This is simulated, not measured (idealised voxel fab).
Process module name: voxel ribs on slabs
Pictured: cross-section cut, 240 nm wide, on a grid of 5 nm square cells.
Just so we're on the same page, the cross-sections are grids of square cells, and they're listed out in bands top to bottom, each band one or more rows deep.
Top, bottom (nm), then materials left to right with widths (nm); lone material tagged "all across" fills the whole band edge to edge; "empty" = empty space.
Heights are measured from 0, the level below which the as-received wafer is all one material; the lowest band has no bottom and continues downward, written as in "z 0 and below".
A width such as "30->40" changes by the same amount from each row of cells to the next, from the band's top row to its bottom row.
Take "no modification" at face value: in the step it is given for, the cross-section changed in none of its cells.
Voids not open to the top, 8 cells minimum: see "Non-vented voids". Written width x height at distance; distance is from the left edge; nm.
It should be noted that, on the line of a given step, the content following the step's settings is a remark produced by the simulator itself with respect to that step.
The line of a step may include "overlay nm". On a step with a mask, this value is how far to the right of its planned place the mask lay. A negative value means the mask lay to the left.
PROCESS STEPS (PLANNED)
- 1: RECEIVE: material Si
- 2: DIRECTIONAL_DEP: material SiO2, thk nm 30
- 3: DIRECTIONAL_DEP: material SiN, thk nm 20
- 4: MASKED_ETCH: tone cover, mask id RIB, width nm 30, etch materials SiN, depth nm 10, overlay nm 0
- 5: PATTERN: tone cover, mask id SLAB, material resist, width nm 70, thk nm 15, overlay nm 0
- 6: DIRECTIONAL_ETCH: etch materials SiN, depth nm 10
- 7: STRIP: etch materials resist
- 8: FILL_DEP: material SiO2, thk nm 25
- 9: CMP: height nm 65
- 10: DIRECTIONAL_DEP: material TiN, thk nm 5
- 11: MASKED_ETCH: tone cover, mask id HEATER, width nm 40, etch materials TiN, depth nm 5, overlay nm 0
- 12: CONFORMAL_DEP: material SiN, thk nm 10
CROSS-SECTION OF THE WAFER AS IT CAME TO US, I.E., ALREADY THROUGH STEP 1
    z 0 and below | Si all across
    Non-vented voids: none
END-OF-MODULE XS, FIRST OF TWO WAFERS, RUN AS PLANNED
    z 80 to 75 | empty: 90 / SiN: 60 / empty: 90
    z 75 to 70 | SiN all across
    z 70 to 65 | SiN: 100 / TiN: 40 / SiN: 100
    z 65 to 50 | SiO2 all across
    z 50 to 40 | SiO2: 105 / SiN: 30 / SiO2: 105
    z 40 to 30 | SiO2: 85 / SiN: 70 / SiO2: 85
    z 30 to 0 | SiO2 all across
    z 0 and below | Si all across
    Non-vented voids: none
PRESENTED HERE IS A CROSS-SECTION OF THE SECOND OF THE TWO WAFERS AS IT STOOD AT THE END OF THE MODULE. IT WAS STARTED IN THE SAME MANNER AND ASSIGNED THE SAME PLAN AS THE FIRST WAFER; HOWEVER, ONE MISTAKE WAS MADE IN ITS EXECUTION
    z 70 to 65 | empty: 100 / TiN: 40 / empty: 100
    z 65 to 50 | SiO2 all across
    z 50 to 40 | SiO2: 105 / SiN: 30 / SiO2: 105
    z 40 to 30 | SiO2: 85 / SiN: 70 / SiO2: 85
    z 30 to 0 | SiO2 all across
    z 0 and below | Si all across
    Non-vented voids: none
Heads up, the wafer didn't run the way we planned it: with respect to the plan, step 12 was omitted and not executed
Final wafer comparison in cells, second versus first, more or fewer per material: SiN: 100 fewer
